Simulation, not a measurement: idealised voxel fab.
process module | voxel trench capacitor
cross-section cut | 160 nm wide | cells 5 nm
A cross-section is a grid of square cells, given in bands from the top down. A band is one or more rows of cells.
Each band's line starts with the height of the band's top and of its bottom, in nm. Then come its materials from left to right, each with its width in nm. One material with "throughout" fills the band from edge to edge. "air" is empty space.
Height 0 is the level under which the wafer as received is all one material. The lowest band goes on downwards, as in "0 down".
A width such as "30 to 40" changes by the same amount from each row of cells to the next, from the band's top row to its bottom row.
"no change" after a step means that no cell of the cross-section changed.
closed voids: empty space of 8 cells or more with no open way to the top, each as width x height at its distance from the left edge, in nm
after a step's settings: what the simulator itself notes on the step
overlay nm, on a step with a mask: how far to the right of its planned place the mask lay; to the left if negative
plan
1 op RECEIVE | material Si
2 op CONFORMAL_DEP | material SiN | thk nm 10
3 op PATTERN | tone open | mask id TRENCH | material resist | width nm 25 | pitch nm 40 | thk nm 20 | overlay nm 0
4 op DIRECTIONAL_ETCH | etch materials SiN | depth nm 10
5 op DIRECTIONAL_ETCH | etch materials Si | depth nm 35
6 op STRIP | etch materials resist
7 op CONFORMAL_DEP | material Al2O3 | thk nm 5
8 op FILL_DEP | material polySi | thk nm 10
9 op CMP | height nm 10
first wafer, as planned
as received, after step 1
  0 down: Si throughout
  closed voids: none
after step 2
  10 to 0: SiN throughout
  below 0: unchanged
after step 3
  30 to 10: resist 45 | air 25 | resist 15 | air 25 | resist 50
  below 10: unchanged
after step 4
  30 to 10: resist 45 | air 25 | resist 15 | air 25 | resist 50
  10 to 0: SiN 45 | air 25 | SiN 15 | air 25 | SiN 50
  below 0: unchanged
after step 5
  30 to 10: resist 45 | air 25 | resist 15 | air 25 | resist 50
  10 to 0: SiN 45 | air 25 | SiN 15 | air 25 | SiN 50
  0 to -35: Si 45 | air 25 | Si 15 | air 25 | Si 50
  below -35: unchanged
after step 6
  10 to 0: SiN 45 | air 25 | SiN 15 | air 25 | SiN 50
  below 0: unchanged
after step 7
  15 to 10: Al2O3 50 | air 15 | Al2O3 25 | air 15 | Al2O3 55
  10 to 0: SiN 45 | Al2O3 5 | air 15 | Al2O3 5 | SiN 15 | Al2O3 5 | air 15 | Al2O3 5 | SiN 50
  0 to -30: Si 45 | Al2O3 5 | air 15 | Al2O3 5 | Si 15 | Al2O3 5 | air 15 | Al2O3 5 | Si 50
  -30 to -35: Si 45 | Al2O3 25 | Si 15 | Al2O3 25 | Si 50
  below -35: unchanged
after step 8
  25 to 15: polySi throughout
  15 to 10: Al2O3 50 | polySi 15 | Al2O3 25 | polySi 15 | Al2O3 55
  10 to 0: SiN 45 | Al2O3 5 | polySi 15 | Al2O3 5 | SiN 15 | Al2O3 5 | polySi 15 | Al2O3 5 | SiN 50
  0 to -30: Si 45 | Al2O3 5 | polySi 15 | Al2O3 5 | Si 15 | Al2O3 5 | polySi 15 | Al2O3 5 | Si 50
  below -30: unchanged
after step 9
  10 to 0: SiN 45 | Al2O3 5 | polySi 15 | Al2O3 5 | SiN 15 | Al2O3 5 | polySi 15 | Al2O3 5 | SiN 50
  below 0: unchanged
second wafer: like start, like plan, one mistake. Through step 4 it matches the first wafer
when step 5 should have ended
  10 to 0: SiN 45 | air 25 | SiN 15 | air 25 | SiN 50
  below 0: unchanged
when step 6 should have ended
  10 to 0: SiN 45 | air 25 | SiN 15 | air 25 | SiN 50
  0 to -35: Si 45 | air 25 | Si 15 | air 25 | Si 50
  below -35: unchanged
when step 7 should have ended
  15 to 10: Al2O3 50 | air 15 | Al2O3 25 | air 15 | Al2O3 55
  10 to 0: SiN 45 | Al2O3 5 | air 15 | Al2O3 5 | SiN 15 | Al2O3 5 | air 15 | Al2O3 5 | SiN 50
  0 to -30: Si 45 | Al2O3 5 | air 15 | Al2O3 5 | Si 15 | Al2O3 5 | air 15 | Al2O3 5 | Si 50
  -30 to -35: Si 45 | Al2O3 25 | Si 15 | Al2O3 25 | Si 50
  below -35: unchanged
when step 8 should have ended
  25 to 15: polySi throughout
  15 to 10: Al2O3 50 | polySi 15 | Al2O3 25 | polySi 15 | Al2O3 55
  10 to 0: SiN 45 | Al2O3 5 | polySi 15 | Al2O3 5 | SiN 15 | Al2O3 5 | polySi 15 | Al2O3 5 | SiN 50
  0 to -30: Si 45 | Al2O3 5 | polySi 15 | Al2O3 5 | Si 15 | Al2O3 5 | polySi 15 | Al2O3 5 | Si 50
  below -30: unchanged
when step 9 should have ended
  10 to 0: SiN 45 | Al2O3 5 | polySi 15 | Al2O3 5 | SiN 15 | Al2O3 5 | polySi 15 | Al2O3 5 | SiN 50
  below 0: unchanged
what went wrong: steps 5 and 6 were swapped
at the end the two cross-sections are the same: no effect in what this model computes
